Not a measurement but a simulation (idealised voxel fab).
This section sets out a process module, namely voxel capacitor over wiring.
Cross-section cut spans 195 nm and uses square cells 5 nm in size.
The cross-sections in this document take the form of a grid made of square cells. They are written out as bands, in order from top to bottom. Each band consists of one or more rows of cells. Read a band's entry like this: the first values are the height of its top and the height of its bottom in nm, and what follows is the sequence of materials from left to right, each with its width in nm. Note that "air" is empty space, and that a single material marked "everywhere" reaches across the band from edge to edge. Convention: height 0 is the level below which the wafer, as received, is all one material. The lowest band does not terminate at the bottom but continues downward, represented as "from 0 down". The width entry "30..40" should be interpreted row by row: the top row of cells in the band takes the first number, the bottom row takes the second number, and the change between adjacent rows is uniform throughout. Step marked "everything unchanged"? Then no cell in the cross-section changed in it. The entry titled "Fully closed voids" provides the empty spaces that have no open way to the top, restricted to those of 8 cells or more. Each is presented as width x height at distance, the distance being measured from the left edge, with all three in nm. Formally, on a step line, whatever follows the settings is a remark that the simulator itself makes on the step. overlay nm: mask right of planned place by this much (step with mask). Neg. = left.

The planned process steps are enumerated hereunder
1) RECEIVE,material Si
2) CONFORMAL_DEP,material SiO2,thk nm 10
3) DIRECTIONAL_DEP,material TiN,thk nm 5
4) DIRECTIONAL_DEP,material W,thk nm 25
5) DIRECTIONAL_DEP,material aC,thk nm 15
6) PATTERN,tone cover,mask id METAL_1,material resist,width nm 30,pitch nm 85,thk nm 30,overlay nm 0
7) DIRECTIONAL_ETCH,etch materials aC,depth nm 15
8) STRIP,etch materials resist
9) DIRECTIONAL_ETCH,etch materials W,depth nm 25
10) DIRECTIONAL_ETCH,etch materials TiN,depth nm 5
11) STRIP,etch materials aC
12) FILL_DEP,material lowk,thk nm 10
13) CMP,height nm 40
14) CONFORMAL_DEP,material SiCN,thk nm 5
15) DIRECTIONAL_DEP,material lowk,thk nm 15
16) MASKED_ETCH,tone open,mask id PLUG_1,width nm 15,etch materials lowk,depth nm 15,overlay nm 0
17) MASKED_ETCH,tone open,mask id PLUG_1,width nm 15,etch materials SiCN,depth nm 5,overlay nm 0
18) EPI,material Ru,thk nm 10
19) EPI,material Ru,thk nm 10
20) DIRECTIONAL_DEP,material TiN,thk nm 10
21) DIRECTIONAL_DEP,material Al2O3,thk nm 5
22) DIRECTIONAL_DEP,material TiN,thk nm 10
23) MASKED_ETCH,tone cover,mask id UPPER_PLATE,width nm 60,etch materials TiN,depth nm 10,overlay nm 0
24) MASKED_ETCH,tone cover,mask id UPPER_PLATE,width nm 60,etch materials Al2O3,depth nm 5,overlay nm 0
25) DIRECTIONAL_DEP,material aC,thk nm 15
26) PATTERN,tone cover,mask id LOWER_PLATE,material resist,width nm 70,thk nm 30,overlay nm 0
27) DIRECTIONAL_ETCH,etch materials aC,depth nm 15
28) STRIP,etch materials resist
29) DIRECTIONAL_ETCH,etch materials TiN,depth nm 10
30) STRIP,etch materials aC
31) FILL_DEP,material SiO2,thk nm 20
32) CMP,height nm 100
33) PATTERN,tone open,mask id PLUG_2,material resist,width nm 15,thk nm 15,overlay nm 0
34) DIRECTIONAL_ETCH,etch materials SiO2,depth nm 15
35) STRIP,etch materials resist
36) CONFORMAL_DEP,material TiN,thk nm 5
37) FILL_DEP,material W,thk nm 5
38) CMP,height nm 100
39) CONFORMAL_DEP,material SiCN,thk nm 5

Cross-section of the wafer at receipt, which is the condition after step 1
	from 0 down: Si everywhere
	Fully closed voids: none

Module complete, cross-section. Starting point and plan per above. One mistake made in running the module
	from 105 to 100: SiCN everywhere
	from 100 to 90: SiO2 65 nm  TiN 5 nm  W 5 nm  TiN 5 nm  SiO2 115 nm
	from 90 to 85: SiO2 65 nm  TiN 15 nm  SiO2 115 nm
	from 85 to 75: SiO2 55 nm  TiN 60 nm  SiO2 80 nm
	from 75 to 70: SiO2 50 nm  Al2O3 70 nm  SiO2 75 nm
	from 70 to 60: SiO2 50 nm  TiN 70 nm  SiO2 75 nm
	from 60 to 45: lowk 55 nm  Ru 15 nm  lowk 125 nm
	from 45 to 40: SiCN 55 nm  Ru 15 nm  SiCN 125 nm
	from 40 to 15: lowk 40 nm  W 30 nm  lowk 55 nm  W 30 nm  lowk 40 nm
	from 15 to 10: lowk 40 nm  TiN 30 nm  lowk 55 nm  TiN 30 nm  lowk 40 nm
	from 10 to 0: SiO2 everywhere
	from 0 down: Si everywhere
	Fully closed voids: none
Misprocessing identified: step 24 deviated from plan and actually ran as MASKED_ETCH,tone cover,mask id UPPER_PLATE,width nm 70,etch materials Al2O3,depth nm 5,overlay nm 0
